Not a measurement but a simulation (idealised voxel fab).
process module | voxel self aligned vias
cross-section cut | 300 nm wide | cells 5 nm
A cross-section is a grid of square cells, given in bands from the top down. A band is one or more rows of cells.
Each band's line starts with the height of the band's top and of its bottom, in nm. Then come its materials from left to right, each with its width in nm. One material with "throughout" fills the band from edge to edge. "air" is empty space.
Height 0 is the level under which the wafer as received is all one material. The lowest band goes on downwards, as in "0 down".
A width such as "30 to 40" changes by the same amount from each row of cells to the next, from the band's top row to its bottom row.
"no change" after a step means that no cell of the cross-section changed.
closed voids: empty space of 8 cells or more with no open way to the top, each as width x height at its distance from the left edge, in nm
after a step's settings: what the simulator itself notes on the step
overlay nm, on a step with a mask: how far to the right of its planned place the mask lay; to the left if negative
plan
1 op RECEIVE | material Si
2 op CONFORMAL_DEP | material SiO2 | thk nm 15
3 op CONFORMAL_DEP | material SiCN | thk nm 5
4 op DIRECTIONAL_DEP | material lowk | thk nm 20
5 op DIRECTIONAL_DEP | material aC | thk nm 10
6 op PATTERN | tone open | mask id LINES | material resist | width nm 20 | pitch nm 60 | thk nm 30 | overlay nm 0
7 op DIRECTIONAL_ETCH | etch materials aC | depth nm 10
8 op STRIP | etch materials resist
9 op DIRECTIONAL_ETCH | etch materials lowk | depth nm 20
10 op STRIP | etch materials aC
11 op CONFORMAL_DEP | material TiN | thk nm 5
12 op FILL_DEP | material W | thk nm 5
13 op CMP | height nm 40
14 op SELECTIVE_ETCH | etch materials W Ru TiN | depth nm 10
15 op FILL_DEP | material SiN | thk nm 10
16 op CMP | height nm 40
17 op DIRECTIONAL_DEP | material lowk | thk nm 15
18 op PATTERN | tone open | mask id VIAS | material resist | width nm 40 | pitch nm 60 | thk nm 20 | overlay nm 0
19 op DIRECTIONAL_ETCH | etch materials lowk | depth nm 15
20 op DIRECTIONAL_ETCH | etch materials SiN | depth nm 10
21 op STRIP | etch materials resist
22 op CONFORMAL_DEP | material TiN | thk nm 5
23 op FILL_DEP | material W | thk nm 5
24 op CMP | height nm 55
25 op CONFORMAL_DEP | material SiN | thk nm 5
as received, after step 1
  0 down: Si throughout
  closed voids: none
a wafer at the end: this start, this plan, one mistake
  60 to 55: SiN throughout
  55 to 35: lowk 100 | TiN 5 | W 30 | TiN 5 | lowk 20 | TiN 5 | W 30 | TiN 5 | lowk 100
  35 to 30: lowk 100 | TiN 40 | lowk 20 | TiN 40 | lowk 100
  30 to 25: lowk 100 | TiN 15 | W 10 | TiN 15 | lowk 20 | TiN 15 | W 10 | TiN 15 | lowk 100
  25 to 20: lowk 110 | TiN 20 | lowk 40 | TiN 20 | lowk 110
  20 to 15: SiCN throughout
  15 to 0: SiO2 throughout
  0 down: Si throughout
  closed voids: none
what went wrong: step 19 was run twice
